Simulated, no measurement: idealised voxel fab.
process module | voxel tone inversion
cross-section cut | 155 nm wide | cells 5 nm
A cross-section is a grid of square cells, given in bands from the top down. A band is one or more rows of cells.
Each band's line starts with the height of the band's top and of its bottom, in nm. Then come its materials from left to right, each with its width in nm. One material with "throughout" fills the band from edge to edge. "air" is empty space.
Height 0 is the level under which the wafer as received is all one material. The lowest band goes on downwards, as in "0 down".
A width such as "30 to 40" changes by the same amount from each row of cells to the next, from the band's top row to its bottom row.
"no change" after a step means that no cell of the cross-section changed.
closed voids: empty space of 8 cells or more with no open way to the top, each as width x height at its distance from the left edge, in nm
after a step's settings: what the simulator itself notes on the step
overlay nm, on a step with a mask: how far to the right of its planned place the mask lay; to the left if negative
plan
1 op RECEIVE | material Si
2 op CONFORMAL_DEP | material SiN | thk nm 5
3 op DIRECTIONAL_DEP | material polySi | thk nm 25
4 op PATTERN | tone cover | mask id POSTS | material resist | width nm 25 | pitch nm 50 | thk nm 35 | overlay nm 0
5 op DIRECTIONAL_ETCH | etch materials polySi | depth nm 25
6 op STRIP | etch materials resist
7 op FILL_DEP | material lowk | thk nm 5
8 op CMP | height nm 30
9 op STRIP | etch materials polySi
10 op CONFORMAL_DEP | material TiN | thk nm 5
11 op FILL_DEP | material Ru | thk nm 10
12 op CMP | height nm 30
13 op CONFORMAL_DEP | material SiN | thk nm 5
as received, after step 1
  0 down: Si throughout
  closed voids: none
a wafer at the end: this start, this plan, one mistake
  35 to 30: SiN throughout
  30 to 10: Ru 10 | TiN 5 | lowk 25 | TiN 5 | Ru 15 | TiN 5 | lowk 25 | TiN 5 | Ru 15 | TiN 5 | lowk 25 | TiN 5 | Ru 10
  10 to 5: TiN 15 | lowk 25 | TiN 25 | lowk 25 | TiN 25 | lowk 25 | TiN 15
  5 to 0: SiN throughout
  0 down: Si throughout
  closed voids: none
what went wrong: step 4 ran as: op PATTERN | tone open | mask id POSTS | material resist | width nm 25 | pitch nm 50 | thk nm 35 | overlay nm 0
